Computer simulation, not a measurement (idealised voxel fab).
The name of this process module is voxel wiring stack.
In the cross-section labelled cut, the width is 220 nm and each square cell is 5 nm.
Notation: cross-section as square-cell grid; stated in bands, top first, going down; one or more cell rows per band.
Per band: top height and bottom height in nm, followed by the left-to-right materials and their widths in nm; "throughout" marks a single material spanning edge to edge, "air" marks empty space.
Beneath 0, the wafer as received is one material, and that level is where height counting begins. The lowest band goes on downward without a bottom; it is written like "0 -> down".
Read "30..40" as a graded width: first number on top, second number at the bottom, same change between each pair of neighbouring rows.
Where a step carries "no change", the cross-section came out of it unchanged, cell for cell.
"Enclosed void list": sealed empty spaces, 8 cells or more, no open way to top, listed width x height at distance, with distance from the left edge and width, height and distance in nm.
Note: text after step settings on the step line = simulator remark on that step.
Regarding "overlay nm": on a step with a mask, it is the distance the mask lay to the right of its planned place; a negative value places it to the left.
Each of the pairs that make up the rest of this document says: here is the cross-section before one process step, here is the cross-section after it, drawn only down to the lowest band that changed, and here, under the pair, is the step lying between them with its settings. Different pairs may come from different runs of this module on the same starting wafer, so a pair continues from the pair above it only where its entry headed "Prior to step" says so.
-- Prior to step
95 -> 85 = SiO2 throughout
85 -> 80 = SiCN throughout
80 -> 55 = 75 SiO2 / 5 TiN / 10 W / 5 TiN / 30 SiO2 / 5 TiN / 10 W / 5 TiN / 75 SiO2
55 -> 50 = 75 SiCN / 20 TiN / 30 SiCN / 20 TiN / 75 SiCN
50 -> 40 = 75 lowk / 5 SiCN / 5 TiN / 5 SiCN / 35 lowk / 5 SiCN / 5 TiN / 5 SiCN / 80 lowk
40 -> 35 = 80 SiCN / 5 TiN / 45 SiCN / 5 TiN / 85 SiCN
35 -> 20 = 75 W / 5 SiN / 10 SiO2 / 5 SiN / 30 W / 5 SiN / 10 SiO2 / 5 SiN / 75 W
20 -> 15 = 75 TiN / 20 SiN / 30 TiN / 20 SiN / 75 TiN
15 -> 0 = SiO2 throughout
0 -> down = Si throughout
Enclosed void list: none
-- Sectional View, Post-Process
110 -> 95 = aC throughout
Rest of section, below 95: as before.
Enclosed void list: none
The process step bridging the two cross-sections above: DIRECTIONAL_DEP [material aC] [thk nm 15]
Prior to step: The cross-section prior to this step is the one presented after the step of the pair immediately above.
-- Sectional View, Post-Process
140 -> 110 = 75 resist / 15 air / 35 resist / 15 air / 80 resist
Rest of section, below 110: as before.
Enclosed void list: none
The process step bridging the two cross-sections above: PATTERN [tone open] [mask id PLUG_2] [material resist] [width nm 15] [pitch nm 50] [thk nm 30] [overlay nm 0]
Prior to step: The cross-section prior to this step is the one presented after the step of the pair immediately above.
-- Sectional View, Post-Process
125 -> 110 = 75 resist / 15 air / 35 resist / 15 air / 80 resist
110 -> 95 = 75 aC / 15 air / 35 aC / 15 air / 80 aC
Rest of section, below 95: as before.
Enclosed void list: none
The process step bridging the two cross-sections above: DIRECTIONAL_ETCH [etch materials aC] [depth nm 15]
Prior to step: The cross-section prior to this step is the one presented after the step of the pair immediately above.
-- Sectional View, Post-Process
110 -> 95 = 75 aC / 15 air / 35 aC / 15 air / 80 aC
Rest of section, below 95: as before.
Enclosed void list: none
The process step bridging the two cross-sections above: STRIP [etch materials resist]
Prior to step: The cross-section prior to this step is the one presented after the step of the pair immediately above.
-- Sectional View, Post-Process
110 -> 95 = 75 aC / 15 air / 35 aC / 15 air / 80 aC
95 -> 85 = 75 SiO2 / 15 air / 35 SiO2 / 15 air / 80 SiO2
Rest of section, below 85: as before.
Enclosed void list: none
The process step bridging the two cross-sections above: DIRECTIONAL_ETCH [etch materials SiO2] [depth nm 10]
Prior to step: The cross-section prior to this step is the one presented after the step of the pair immediately above.
-- Sectional View, Post-Process
110 -> 95 = 75 aC / 15 air / 35 aC / 15 air / 80 aC
95 -> 85 = 75 SiO2 / 15 air / 35 SiO2 / 15 air / 80 SiO2
85 -> 80 = 75 SiCN / 15 air / 35 SiCN / 15 air / 80 SiCN
Rest of section, below 80: as before.
Enclosed void list: none
The process step bridging the two cross-sections above: DIRECTIONAL_ETCH [etch materials SiCN] [depth nm 5]
Prior to step: The cross-section prior to this step is the one presented after the step of the pair immediately above.
-- Sectional View, Post-Process
95 -> 85 = 75 SiO2 / 15 air / 35 SiO2 / 15 air / 80 SiO2
Rest of section, below 85: as before.
Enclosed void list: none
The process step bridging the two cross-sections above: STRIP [etch materials aC]
Prior to step: The cross-section prior to this step is the one presented after the step of the pair immediately above.
-- Sectional View, Post-Process
95 -> 90 = 75 SiO2 / 15 air / 35 SiO2 / 15 air / 80 SiO2
90 -> 85 = 75 SiO2 / 15 Ru / 35 SiO2 / 15 Ru / 80 SiO2
85 -> 80 = 75 SiCN / 15 Ru / 35 SiCN / 15 Ru / 80 SiCN
Rest of section, below 80: as before.
Enclosed void list: none
The process step bridging the two cross-sections above: EPI [material Ru] [thk nm 10]
Prior to step: The cross-section prior to this step is the one presented after the step of the pair immediately above.
-- Sectional View, Post-Process
95 -> 85 = 75 SiO2 / 15 Ru / 35 SiO2 / 15 Ru / 80 SiO2
Rest of section, below 85: as before.
Enclosed void list: none
The process step bridging the two cross-sections above: EPI [material Ru] [thk nm 5]
Prior to step: The cross-section prior to this step is the one presented after the step of the pair immediately above.
-- Sectional View, Post-Process
100 -> 95 = TiN throughout
Rest of section, below 95: as before.
Enclosed void list: none
The process step bridging the two cross-sections above: DIRECTIONAL_DEP [material TiN] [thk nm 5]
Prior to step: The cross-section prior to this step is the one presented after the step of the pair immediately above.
-- Sectional View, Post-Process
120 -> 100 = Ru throughout
Rest of section, below 100: as before.
Enclosed void list: none
The process step bridging the two cross-sections above: DIRECTIONAL_DEP [material Ru] [thk nm 20]
Prior to step: The cross-section prior to this step is the one presented after the step of the pair immediately above.
-- Sectional View, Post-Process
120 -> 100 = 75 air / 20 Ru / 30 air / 20 Ru / 75 air
Rest of section, below 100: as before.
Enclosed void list: none
The process step bridging the two cross-sections above: MASKED_ETCH [tone cover] [mask id METAL_3] [width nm 20] [pitch nm 50] [etch materials Ru] [depth nm 20] [overlay nm 0]
Prior to step: The cross-section prior to this step is the one presented after the step of the pair immediately above.
-- Sectional View, Post-Process
120 -> 100 = 75 air / 20 Ru / 30 air / 20 Ru / 75 air
100 -> 95 = 75 air / 20 TiN / 30 air / 20 TiN / 75 air
Rest of section, below 95: as before.
Enclosed void list: none
The process step bridging the two cross-sections above: MASKED_ETCH [tone cover] [mask id METAL_3] [width nm 20] [pitch nm 50] [etch materials TiN] [depth nm 5] [overlay nm 0]
Prior to step: The cross-section prior to this step is the one presented after the step of the pair immediately above.
-- Sectional View, Post-Process
125 -> 120 = 70 air / 30 SiCN / 20 air / 30 SiCN / 70 air
120 -> 100 = 70 air / 5 SiCN / 20 Ru / 5 SiCN / 20 air / 5 SiCN / 20 Ru / 5 SiCN / 70 air
100 -> 95 = 75 SiCN / 20 TiN / 30 SiCN / 20 TiN / 75 SiCN
Rest of section, below 95: as before.
Enclosed void list: none
The process step bridging the two cross-sections above: CONFORMAL_DEP [material SiCN] [thk nm 5]
Prior to step: The cross-section prior to this step is the one presented after the step of the pair immediately above.
-- Sectional View, Post-Process
135 -> 125 = SiO2 throughout
125 -> 120 = 70 SiO2 / 30 SiCN / 20 SiO2 / 30 SiCN / 70 SiO2
120 -> 100 = 70 SiO2 / 5 SiCN / 20 Ru / 5 SiCN / 20 SiO2 / 5 SiCN / 20 Ru / 5 SiCN / 70 SiO2
Rest of section, below 100: as before.
Enclosed void list: none
The process step bridging the two cross-sections above: FILL_DEP [material SiO2] [thk nm 10]
Prior to step: The cross-section prior to this step is the one presented after the step of the pair immediately above.
-- Sectional View, Post-Process
120 -> 100 = 70 SiO2 / 5 SiCN / 20 Ru / 5 SiCN / 20 SiO2 / 5 SiCN / 20 Ru / 5 SiCN / 70 SiO2
Rest of section, below 100: as before.
Enclosed void list: none
The process step bridging the two cross-sections above: CMP [height nm 120]
Prior to step: The cross-section prior to this step is the one presented after the step of the pair immediately above.
-- Sectional View, Post-Process
125 -> 120 = SiN throughout
Rest of section, below 120: as before.
Enclosed void list: none
The process step bridging the two cross-sections above: CONFORMAL_DEP [material SiN] [thk nm 5]
